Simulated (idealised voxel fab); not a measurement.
process module | voxel capacitor over wiring
Square cell edge 5 nm, section width 295 nm, ID cut.
Heads up, the way a cross-section reads in here is a grid of square cells, handed over as bands from the top down, with every band being one or more rows of cells.
Heights first: top, then bottom, in nm. Then materials, left to right, each with a width in nm. "full width" on a single material: fills the band edge to edge. "air": empty space.
Note: height 0 marks the level under which the wafer is uniformly one material as received. Lowest band unbounded below, written "0 and below".
Top row gets the first number, bottom row gets the second, and each row in between changes by the same step: that is how a band width like "30..40" works.
The cross-section has no changed cell in any step marked "remains unaltered".
The label "Tabulated closed voids" introduces a list of the empty spaces, 8 cells or larger, that have no open way up to the top; each entry in it reads width x height at distance, where the distance is taken from the left edge and all three are stated in nm.
after a step's settings: what the simulator itself notes on the step
"overlay nm" answers the question of how far to the right of plan the mask lay on a step that has a mask, and when it is negative the answer is to the left.
[Planned step list for the process]
step 1: RECEIVE (material Si)
step 2: CONFORMAL_DEP (material SiO2; thk nm 10)
step 3: DIRECTIONAL_DEP (material TiN; thk nm 5)
step 4: DIRECTIONAL_DEP (material W; thk nm 25)
step 5: MASKED_ETCH (tone cover; mask id METAL_1; width nm 20; pitch nm 80; etch materials W; depth nm 25; overlay nm 0)
step 6: MASKED_ETCH (tone cover; mask id METAL_1; width nm 20; pitch nm 80; etch materials TiN; depth nm 5; overlay nm 0)
step 7: FILL_DEP (material SiO2; thk nm 5)
step 8: CMP (height nm 40)
step 9: CONFORMAL_DEP (material SiCN; thk nm 5)
step 10: DIRECTIONAL_DEP (material SiO2; thk nm 15)
step 11: DIRECTIONAL_DEP (material aC; thk nm 10)
step 12: PATTERN (tone open; mask id PLUG_1; material resist; width nm 15; thk nm 25; overlay nm 0)
step 13: DIRECTIONAL_ETCH (etch materials aC; depth nm 10)
step 14: STRIP (etch materials resist)
step 15: DIRECTIONAL_ETCH (etch materials SiO2; depth nm 15)
step 16: DIRECTIONAL_ETCH (etch materials SiCN; depth nm 5)
step 17: STRIP (etch materials aC)
step 18: EPI (material Ru; thk nm 10)
step 19: EPI (material Ru; thk nm 10)
step 20: DIRECTIONAL_DEP (material TiN; thk nm 5)
step 21: DIRECTIONAL_DEP (material Al2O3; thk nm 5)
step 22: DIRECTIONAL_DEP (material TiN; thk nm 10)
step 23: MASKED_ETCH (tone cover; mask id UPPER_PLATE; width nm 65; etch materials TiN; depth nm 10; overlay nm 0)
step 24: MASKED_ETCH (tone cover; mask id UPPER_PLATE; width nm 65; etch materials Al2O3; depth nm 5; overlay nm 0)
step 25: PATTERN (tone cover; mask id LOWER_PLATE; material resist; width nm 75; thk nm 15; overlay nm 0)
step 26: DIRECTIONAL_ETCH (etch materials TiN; depth nm 5)
step 27: STRIP (etch materials resist)
step 28: FILL_DEP (material SiO2; thk nm 20)
step 29: CMP (height nm 95)
step 30: DIRECTIONAL_DEP (material aC; thk nm 15)
step 31: PATTERN (tone open; mask id PLUG_2; material resist; width nm 15; thk nm 30; overlay nm 0)
step 32: DIRECTIONAL_ETCH (etch materials aC; depth nm 15)
step 33: STRIP (etch materials resist)
step 34: DIRECTIONAL_ETCH (etch materials SiO2; depth nm 15)
step 35: STRIP (etch materials aC)
step 36: CONFORMAL_DEP (material TiN; thk nm 5)
step 37: FILL_DEP (material Ru; thk nm 5)
step 38: CMP (height nm 95)
step 39: CONFORMAL_DEP (material SiCN; thk nm 5)
Same starting wafers, different width nm at step 31. Plan value belongs to the first wafer.
[Cross-section, first of several wafers, as delivered after step 1]
- 0 and below  Si full width
- Tabulated closed voids: none
[Last step of the module is step 39; after it, the first of several wafers in cross-section]
- 100 down to 95  SiCN full width
- 95 down to 85  SiO2: 110, TiN: 5, Ru: 5, TiN: 5, SiO2: 170
- 85 down to 80  SiO2: 110, TiN: 15, SiO2: 170
- 80 down to 70  SiO2: 100, TiN: 65, SiO2: 130
- 70 down to 65  SiO2: 100, Al2O3: 65, SiO2: 130
- 65 down to 60  SiO2: 95, TiN: 75, SiO2: 125
- 60 down to 45  SiO2: 100, Ru: 15, SiO2: 180
- 45 down to 40  SiCN: 100, Ru: 15, SiCN: 180
- 40 down to 15  SiO2: 95, W: 20, SiO2: 60, W: 20, SiO2: 100
- 15 down to 10  SiO2: 95, TiN: 20, SiO2: 60, TiN: 20, SiO2: 100
- 10 down to 0  SiO2 full width
- 0 and below  Si full width
- Tabulated closed voids: none
[Cross-section, last wafer, module completion]
- 100 down to 95  SiCN full width
- 95 down to 85  SiO2: 105, TiN: 5, Ru: 20, TiN: 5, SiO2: 160
- 85 down to 80  SiO2: 105, TiN: 30, SiO2: 160
- 80 down to 70  SiO2: 100, TiN: 65, SiO2: 130
- 70 down to 65  SiO2: 100, Al2O3: 65, SiO2: 130
- 65 down to 60  SiO2: 95, TiN: 75, SiO2: 125
- 60 down to 45  SiO2: 100, Ru: 15, SiO2: 180
- 45 down to 40  SiCN: 100, Ru: 15, SiCN: 180
- 40 down to 15  SiO2: 95, W: 20, SiO2: 60, W: 20, SiO2: 100
- 15 down to 10  SiO2: 95, TiN: 20, SiO2: 60, TiN: 20, SiO2: 100
- 10 down to 0  SiO2 full width
- 0 and below  Si full width
- Tabulated closed voids: none
[What follows is a table in which each wafer occupies a row; for the wafer as it stands at the close of the module, the row states, material by material, how many cells have been gained (+) or lost (-) since receipt, and then gives its closed voids]
width nm 15 | +13 Al2O3 | +14 Ru | +115 SiCN | +942 SiO2 | +56 TiN | +40 W | Tabulated closed voids: none
width nm 20 | +13 Al2O3 | +16 Ru | +115 SiCN | +939 SiO2 | +57 TiN | +40 W | Tabulated closed voids: none
width nm 25 | +13 Al2O3 | +18 Ru | +115 SiCN | +936 SiO2 | +58 TiN | +40 W | Tabulated closed voids: none
width nm 30 | +13 Al2O3 | +20 Ru | +115 SiCN | +933 SiO2 | +59 TiN | +40 W | Tabulated closed voids: none
